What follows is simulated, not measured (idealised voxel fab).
This section sets out a process module, namely voxel tone inversion.
Section shown: cut. Width: 160 nm. Cell size: 5 nm, square.
Format of a cross-section: grid, square cells. Given as bands. Order: top down. Band: one or more rows of cells. The entry gives the band's vertical extent as a top height and a bottom height in nm, then its horizontal make-up as materials from left to right, each with a width in nm. "air" stands for empty space; a single material marked "everywhere" fills the band edge to edge. Zero point of the height axis is 0; under it, received wafer = one material. Lowest band: continues down indefinitely, "0..down". With a width like "30->40", each row of cells in the band differs from the next by the same amount, the top row carrying the first number and the bottom row the second. For the purposes of this document, the phrase "no change" attached to a step denotes that no cell within the cross-section was modified by that step. Listed in "Completely enclosed voids": every empty space of 8 or more cells without an open way to the top. Form: width x height at distance, the distance being from the left edge, all in nm. On a step's line, text after the settings is the simulator commenting on that step. overlay nm: right-of-plan distance of the mask on a masked step; negative values mean left-of-plan.

### The steps planned for the process are as follows
| 1 | op RECEIVE | material Si |
| 2 | op CONFORMAL_DEP | material SiCN | thk nm 5 |
| 3 | op DIRECTIONAL_DEP | material aC | thk nm 15 |
| 4 | op PATTERN | tone cover | mask id POSTS | material resist | width nm 20 | pitch nm 35 | thk nm 25 | overlay nm 0 |
| 5 | op DIRECTIONAL_ETCH | etch materials aC | depth nm 15 |
| 6 | op STRIP | etch materials resist |
| 7 | op FILL_DEP | material SiO2 | thk nm 10 |
| 8 | op CMP | height nm 20 |
| 9 | op STRIP | etch materials aC |

### First of the two wafers, run per plan

### Shown in cross-section is the wafer as received, that is, as it stands after step 1
0..down: Si everywhere
Completely enclosed voids: none

### The wafer, seen in cross-section, after step 2
5..0: SiCN everywhere
Below 0, the layers are the same as they were.

### The wafer, seen in cross-section, after step 3
20..5: aC everywhere
Below 5, the layers are the same as they were.

### The wafer, seen in cross-section, after step 4
45..20: air (15) | resist (20) | air (15) | resist (20) | air (15) | resist (20) | air (15) | resist (20) | air (20)
Below 20, the layers are the same as they were.

### The wafer, seen in cross-section, after step 5
30..20: air (15) | resist (20) | air (15) | resist (20) | air (15) | resist (20) | air (15) | resist (20) | air (20)
20..5: air (15) | aC (20) | air (15) | aC (20) | air (15) | aC (20) | air (15) | aC (20) | air (20)
Below 5, the layers are the same as they were.

### The wafer, seen in cross-section, after step 6
20..5: air (15) | aC (20) | air (15) | aC (20) | air (15) | aC (20) | air (15) | aC (20) | air (20)
Below 5, the layers are the same as they were.

### The wafer, seen in cross-section, after step 7
30..20: SiO2 everywhere
20..5: SiO2 (15) | aC (20) | SiO2 (15) | aC (20) | SiO2 (15) | aC (20) | SiO2 (15) | aC (20) | SiO2 (20)
Below 5, the layers are the same as they were.

### The wafer, seen in cross-section, after step 8
20..5: SiO2 (15) | aC (20) | SiO2 (15) | aC (20) | SiO2 (15) | aC (20) | SiO2 (15) | aC (20) | SiO2 (20)
Below 5, the layers are the same as they were.

### The wafer, seen in cross-section, after step 9
20..5: SiO2 (15) | air (20) | SiO2 (15) | air (20) | SiO2 (15) | air (20) | SiO2 (15) | air (20) | SiO2 (20)
Below 5, the layers are the same as they were.

### Wafer two of two - same starting point, same process plan, one mistake in execution; matches wafer one up to and including step 1

At the planned end of step 2, the second wafer in cross-section: no change

### At the planned end of step 3, the second wafer in cross-section
15..0: aC everywhere
Below 0, the layers are the same as they were.

### At the planned end of step 4, the second wafer in cross-section
40..15: air (15) | resist (20) | air (15) | resist (20) | air (15) | resist (20) | air (15) | resist (20) | air (20)
Below 15, the layers are the same as they were.

### At the planned end of step 5, the second wafer in cross-section
25..15: air (15) | resist (20) | air (15) | resist (20) | air (15) | resist (20) | air (15) | resist (20) | air (20)
15..0: air (15) | aC (20) | air (15) | aC (20) | air (15) | aC (20) | air (15) | aC (20) | air (20)
Below 0, the layers are the same as they were.

### At the planned end of step 6, the second wafer in cross-section
15..0: air (15) | aC (20) | air (15) | aC (20) | air (15) | aC (20) | air (15) | aC (20) | air (20)
Below 0, the layers are the same as they were.

### At the planned end of step 7, the second wafer in cross-section
25..15: SiO2 everywhere
15..0: SiO2 (15) | aC (20) | SiO2 (15) | aC (20) | SiO2 (15) | aC (20) | SiO2 (15) | aC (20) | SiO2 (20)
Below 0, the layers are the same as they were.

### At the planned end of step 8, the second wafer in cross-section
20..15: SiO2 everywhere
Below 15, the layers are the same as they were.

At the planned end of step 9, the second wafer in cross-section: no change
Processing error: heads up, step 2 of the plan was skipped and never actually ran
Final difference in cells, second wafer against first, listed per material as more or fewer: SiCN -32; SiO2 +32; aC +48
